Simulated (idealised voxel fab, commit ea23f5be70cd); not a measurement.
Module name: voxel self aligned vias (process module)
Xsec cut, 275 nm wide, square cell size 5 nm.
In what follows, cross-sections appear as grids of square cells, described through bands that run from the top down, where every band is one or more rows of cells. Within each band entry, the heights of the top and of the bottom of the band appear first, in that order and in nm; the materials of the band then follow from left to right, each with its corresponding width in nm. The designation "full width" on a single material indicates that it fills the band from edge to edge; the designation "empty" indicates empty space. Where do heights start? At 0: under that level the wafer as delivered is made of one material only. And the lowest band has no floor; it just carries on downward, as in "from 0 down". Graded width ("30 to 40"): value in top row of band = first number; value in bottom row = second number; row-to-row change constant. "same as before", as given for a step, is the statement that not any cell of the cross-section underwent a change during that step. Voids not open to the top, 8 cells minimum: see "Sealed void inventory". Written width x height at distance; distance is from the left edge; nm. Note: text after step settings on the step line = simulator remark on that step. overlay nm: right-of-plan distance of the mask on a masked step; negative values mean left-of-plan.

### List of planned process steps
step 1: RECEIVE (material Si)
step 2: CONFORMAL_DEP (material SiO2; thk nm 10)
step 3: CONFORMAL_DEP (material SiCN; thk nm 5)
step 4: DIRECTIONAL_DEP (material SiO2; thk nm 20)
step 5: MASKED_ETCH (tone open; mask id LINES; width nm 20; pitch nm 50; etch materials SiO2; depth nm 20; overlay nm 0)
step 6: CONFORMAL_DEP (material TiN; thk nm 5)
step 7: FILL_DEP (material W; thk nm 10)
step 8: CMP (height nm 35)
step 9: SELECTIVE_ETCH (etch materials W Ru TiN; depth nm 5)
step 10: FILL_DEP (material SiN; thk nm 10)
step 11: CMP (height nm 35)
step 12: DIRECTIONAL_DEP (material SiO2; thk nm 15)
step 13: PATTERN (tone open; mask id VIAS; material resist; width nm 30; thk nm 15; overlay nm 0)
step 14: DIRECTIONAL_ETCH (etch materials SiO2; depth nm 15)
step 15: DIRECTIONAL_ETCH (etch materials SiN; depth nm 10)
step 16: STRIP (etch materials resist)
step 17: CONFORMAL_DEP (material TiN; thk nm 5)
step 18: FILL_DEP (material Ru; thk nm 5)
step 19: CMP (height nm 50)
step 20: CONFORMAL_DEP (material SiN; thk nm 5)
Quick note for whoever runs this: the wafers start identical, but the depth nm at step 9 isn't the same across them. The plan just shows what the first wafer had.

### Step 1 complete: as-received cross-section of the first of several wafers
- from 0 down | Si full width
- Sealed void inventory: none

### Below, a row for every wafer. Read it as the end-of-module picture: for each material the wafer shows its cells gained (+) or lost (-) since it was received, and then its closed voids
depth nm 5, +10 Ru, +55 SiCN, +59 SiN, +445 SiO2, +28 TiN, +8 W, Sealed void inventory: none
depth nm 10, +12 Ru, +55 SiCN, +63 SiN, +445 SiO2, +26 TiN, +4 W, Sealed void inventory: none
depth nm 15, +12 Ru, +55 SiCN, +71 SiN, +445 SiO2, +22 TiN, Sealed void inventory: none
depth nm 20, +12 Ru, +55 SiCN, +79 SiN, +445 SiO2, +14 TiN, Sealed void inventory: none
depth nm 25, +12 Ru, +55 SiCN, +79 SiN, +445 SiO2, +14 TiN, Sealed void inventory: none
